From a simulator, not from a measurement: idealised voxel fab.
process module | voxel capacitor over wiring
cross-section cut | 245 nm wide | cells 5 nm
A cross-section is a grid of square cells, given in bands from the top down. A band is one or more rows of cells.
Each band's line starts with the height of the band's top and of its bottom, in nm. Then come its materials from left to right, each with its width in nm. One material with "throughout" fills the band from edge to edge. "air" is empty space.
Height 0 is the level under which the wafer as received is all one material. The lowest band goes on downwards, as in "0 down".
A width such as "30 to 40" changes by the same amount from each row of cells to the next, from the band's top row to its bottom row.
"no change" after a step means that no cell of the cross-section changed.
closed voids: empty space of 8 cells or more with no open way to the top, each as width x height at its distance from the left edge, in nm
after a step's settings: what the simulator itself notes on the step
overlay nm, on a step with a mask: how far to the right of its planned place the mask lay; to the left if negative
plan
1 op RECEIVE | material Si
2 op CONFORMAL_DEP | material SiO2 | thk nm 15
3 op CONFORMAL_DEP | material SiCN | thk nm 5
4 op DIRECTIONAL_DEP | material SiO2 | thk nm 25
5 op DIRECTIONAL_DEP | material aC | thk nm 15
6 op PATTERN | tone open | mask id METAL_1 | material resist | width nm 25 | pitch nm 80 | thk nm 30 | overlay nm 0
7 op DIRECTIONAL_ETCH | etch materials aC | depth nm 15
8 op STRIP | etch materials resist
9 op DIRECTIONAL_ETCH | etch materials SiO2 | depth nm 25
10 op DIRECTIONAL_ETCH | etch materials SiCN | depth nm 5
11 op STRIP | etch materials aC
12 op CONFORMAL_DEP | material TiN | thk nm 5
13 op FILL_DEP | material Cu | thk nm 5
14 op CMP | height nm 45
15 op CONFORMAL_DEP | material SiCN | thk nm 5
16 op DIRECTIONAL_DEP | material SiO2 | thk nm 10
17 op DIRECTIONAL_DEP | material aC | thk nm 10
18 op PATTERN | tone open | mask id PLUG_1 | material resist | width nm 15 | thk nm 25 | overlay nm 0
19 op DIRECTIONAL_ETCH | etch materials aC | depth nm 10
20 op STRIP | etch materials resist
21 op DIRECTIONAL_ETCH | etch materials SiO2 | depth nm 10
22 op DIRECTIONAL_ETCH | etch materials SiCN | depth nm 5
23 op STRIP | etch materials aC
24 op CONFORMAL_DEP | material TiN | thk nm 5
25 op FILL_DEP | material Ru | thk nm 5
26 op CMP | height nm 60
27 op DIRECTIONAL_DEP | material TiN | thk nm 10
28 op DIRECTIONAL_DEP | material HfO2 | thk nm 5
29 op DIRECTIONAL_DEP | material TiN | thk nm 5
30 op DIRECTIONAL_DEP | material aC | thk nm 15
31 op PATTERN | tone cover | mask id UPPER_PLATE | material resist | width nm 60 | thk nm 30 | overlay nm 0
32 op DIRECTIONAL_ETCH | etch materials aC | depth nm 15
33 op STRIP | etch materials resist
34 op DIRECTIONAL_ETCH | etch materials TiN | depth nm 5
35 op DIRECTIONAL_ETCH | etch materials HfO2 | depth nm 5
36 op STRIP | etch materials aC
37 op PATTERN | tone cover | mask id LOWER_PLATE | material resist | width nm 70 | thk nm 20 | overlay nm 0
38 op DIRECTIONAL_ETCH | etch materials TiN | depth nm 10
39 op STRIP | etch materials resist
40 op FILL_DEP | material SiO2 | thk nm 20
41 op CMP | height nm 95
42 op PATTERN | tone open | mask id PLUG_2 | material resist | width nm 15 | thk nm 20 | overlay nm 0
43 op DIRECTIONAL_ETCH | etch materials SiO2 | depth nm 15
44 op STRIP | etch materials resist
45 op CONFORMAL_DEP | material TiN | thk nm 5
46 op FILL_DEP | material Ru | thk nm 5
47 op CMP | height nm 95
48 op CONFORMAL_DEP | material SiCN | thk nm 5
first wafer, as planned
as received, after step 1
  0 down: Si throughout
  closed voids: none
after step 2
  15 to 0: SiO2 throughout
  below 0: unchanged
after step 3
  20 to 15: SiCN throughout
  below 15: unchanged
after step 4
  45 to 20: SiO2 throughout
  below 20: unchanged
after step 5
  60 to 45: aC throughout
  below 45: unchanged
after step 6
  90 to 60: resist 70 | air 25 | resist 55 | air 25 | resist 70
  below 60: unchanged
after step 7
  75 to 60: resist 70 | air 25 | resist 55 | air 25 | resist 70
  60 to 45: aC 70 | air 25 | aC 55 | air 25 | aC 70
  below 45: unchanged
after step 8
  60 to 45: aC 70 | air 25 | aC 55 | air 25 | aC 70
  below 45: unchanged
after step 9
  60 to 45: aC 70 | air 25 | aC 55 | air 25 | aC 70
  45 to 20: SiO2 70 | air 25 | SiO2 55 | air 25 | SiO2 70
  below 20: unchanged
after step 10
  60 to 45: aC 70 | air 25 | aC 55 | air 25 | aC 70
  45 to 20: SiO2 70 | air 25 | SiO2 55 | air 25 | SiO2 70
  20 to 15: SiCN 70 | air 25 | SiCN 55 | air 25 | SiCN 70
  below 15: unchanged
after step 11
  45 to 20: SiO2 70 | air 25 | SiO2 55 | air 25 | SiO2 70
  below 20: unchanged
after step 12
  50 to 45: TiN 75 | air 15 | TiN 65 | air 15 | TiN 75
  45 to 20: SiO2 70 | TiN 5 | air 15 | TiN 5 | SiO2 55 | TiN 5 | air 15 | TiN 5 | SiO2 70
  20 to 15: SiCN 70 | TiN 25 | SiCN 55 | TiN 25 | SiCN 70
  below 15: unchanged
after step 13
  55 to 50: Cu throughout
  50 to 45: TiN 75 | Cu 15 | TiN 65 | Cu 15 | TiN 75
  45 to 20: SiO2 70 | TiN 5 | Cu 15 | TiN 5 | SiO2 55 | TiN 5 | Cu 15 | TiN 5 | SiO2 70
  below 20: unchanged
after step 14
  45 to 20: SiO2 70 | TiN 5 | Cu 15 | TiN 5 | SiO2 55 | TiN 5 | Cu 15 | TiN 5 | SiO2 70
  below 20: unchanged
after step 15
  50 to 45: SiCN throughout
  below 45: unchanged
after step 16
  60 to 50: SiO2 throughout
  below 50: unchanged
after step 17
  70 to 60: aC throughout
  below 60: unchanged
after step 18
  95 to 70: resist 80 | air 15 | resist 150
  below 70: unchanged
after step 19
  85 to 70: resist 80 | air 15 | resist 150
  70 to 60: aC 80 | air 15 | aC 150
  below 60: unchanged
after step 20
  70 to 60: aC 80 | air 15 | aC 150
  below 60: unchanged
after step 21
  70 to 60: aC 80 | air 15 | aC 150
  60 to 50: SiO2 80 | air 15 | SiO2 150
  below 50: unchanged
after step 22
  70 to 60: aC 80 | air 15 | aC 150
  60 to 50: SiO2 80 | air 15 | SiO2 150
  50 to 45: SiCN 80 | air 15 | SiCN 150
  below 45: unchanged
after step 23
  60 to 50: SiO2 80 | air 15 | SiO2 150
  below 50: unchanged
after step 24
  65 to 60: TiN 85 | air 5 | TiN 155
  60 to 50: SiO2 80 | TiN 5 | air 5 | TiN 5 | SiO2 150
  50 to 45: SiCN 80 | TiN 15 | SiCN 150
  below 45: unchanged
after step 25
  70 to 65: Ru throughout
  65 to 60: TiN 85 | Ru 5 | TiN 155
  60 to 50: SiO2 80 | TiN 5 | Ru 5 | TiN 5 | SiO2 150
  below 50: unchanged
after step 26
  60 to 50: SiO2 80 | TiN 5 | Ru 5 | TiN 5 | SiO2 150
  below 50: unchanged
after step 27
  70 to 60: TiN throughout
  below 60: unchanged
after step 28
  75 to 70: HfO2 throughout
  below 70: unchanged
after step 29
  80 to 75: TiN throughout
  below 75: unchanged
after step 30
  95 to 80: aC throughout
  below 80: unchanged
after step 31
  125 to 95: air 80 | resist 60 | air 105
  below 95: unchanged
after step 32
  110 to 95: air 80 | resist 60 | air 105
  95 to 80: air 80 | aC 60 | air 105
  below 80: unchanged
after step 33
  95 to 80: air 80 | aC 60 | air 105
  below 80: unchanged
after step 34
  95 to 80: air 80 | aC 60 | air 105
  80 to 75: air 80 | TiN 60 | air 105
  below 75: unchanged
after step 35
  95 to 80: air 80 | aC 60 | air 105
  80 to 75: air 80 | TiN 60 | air 105
  75 to 70: air 80 | HfO2 60 | air 105
  below 70: unchanged
after step 36
  80 to 75: air 80 | TiN 60 | air 105
  below 75: unchanged
after step 37
  100 to 80: air 75 | resist 70 | air 100
  80 to 75: air 75 | resist 5 | TiN 60 | resist 5 | air 100
  75 to 70: air 75 | resist 5 | HfO2 60 | resist 5 | air 100
  below 70: unchanged
after step 38
  100 to 80: air 75 | resist 70 | air 100
  80 to 75: air 75 | resist 5 | TiN 60 | resist 5 | air 100
  75 to 70: air 75 | resist 5 | HfO2 60 | resist 5 | air 100
  70 to 60: air 75 | TiN 70 | air 100
  below 60: unchanged
after step 39
  80 to 75: air 80 | TiN 60 | air 105
  75 to 70: air 80 | HfO2 60 | air 105
  below 70: unchanged
after step 40
  100 to 80: SiO2 throughout
  80 to 75: SiO2 80 | TiN 60 | SiO2 105
  75 to 70: SiO2 80 | HfO2 60 | SiO2 105
  70 to 60: SiO2 75 | TiN 70 | SiO2 100
  below 60: unchanged
after step 41
  95 to 80: SiO2 throughout
  below 80: unchanged
after step 42
  115 to 95: resist 90 | air 15 | resist 140
  below 95: unchanged
after step 43
  115 to 95: resist 90 | air 15 | resist 140
  95 to 80: SiO2 90 | air 15 | SiO2 140
  below 80: unchanged
after step 44
  95 to 80: SiO2 90 | air 15 | SiO2 140
  below 80: unchanged
after step 45
  100 to 95: TiN 95 | air 5 | TiN 145
  95 to 85: SiO2 90 | TiN 5 | air 5 | TiN 5 | SiO2 140
  85 to 75: SiO2 90 to 80 | TiN 15 to 60 | SiO2 140 to 105
  below 75: unchanged
after step 46
  105 to 100: Ru throughout
  100 to 95: TiN 95 | Ru 5 | TiN 145
  95 to 85: SiO2 90 | TiN 5 | Ru 5 | TiN 5 | SiO2 140
  below 85: unchanged
after step 47
  95 to 85: SiO2 90 | TiN 5 | Ru 5 | TiN 5 | SiO2 140
  below 85: unchanged
after step 48
  100 to 95: SiCN throughout
  below 95: unchanged
second wafer: like start, like plan, one mistake. Through step 44 it matches the first wafer
when step 45 should have ended
  100 to 85: SiO2 95 | air 5 | SiO2 145
  85 to 80: SiO2 throughout
  below 80: unchanged
when step 46 should have ended
  105 to 100: Ru throughout
  100 to 85: SiO2 95 | Ru 5 | SiO2 145
  below 85: unchanged
when step 47 should have ended
  95 to 85: SiO2 95 | Ru 5 | SiO2 145
  below 85: unchanged
when step 48 should have ended
  100 to 95: SiCN throughout
  below 95: unchanged
what went wrong: step 45 ran as: op CONFORMAL_DEP | material SiO2 | thk nm 5
at the end the second wafer has, in cells: 7 more of SiO2 | 7 fewer of TiN
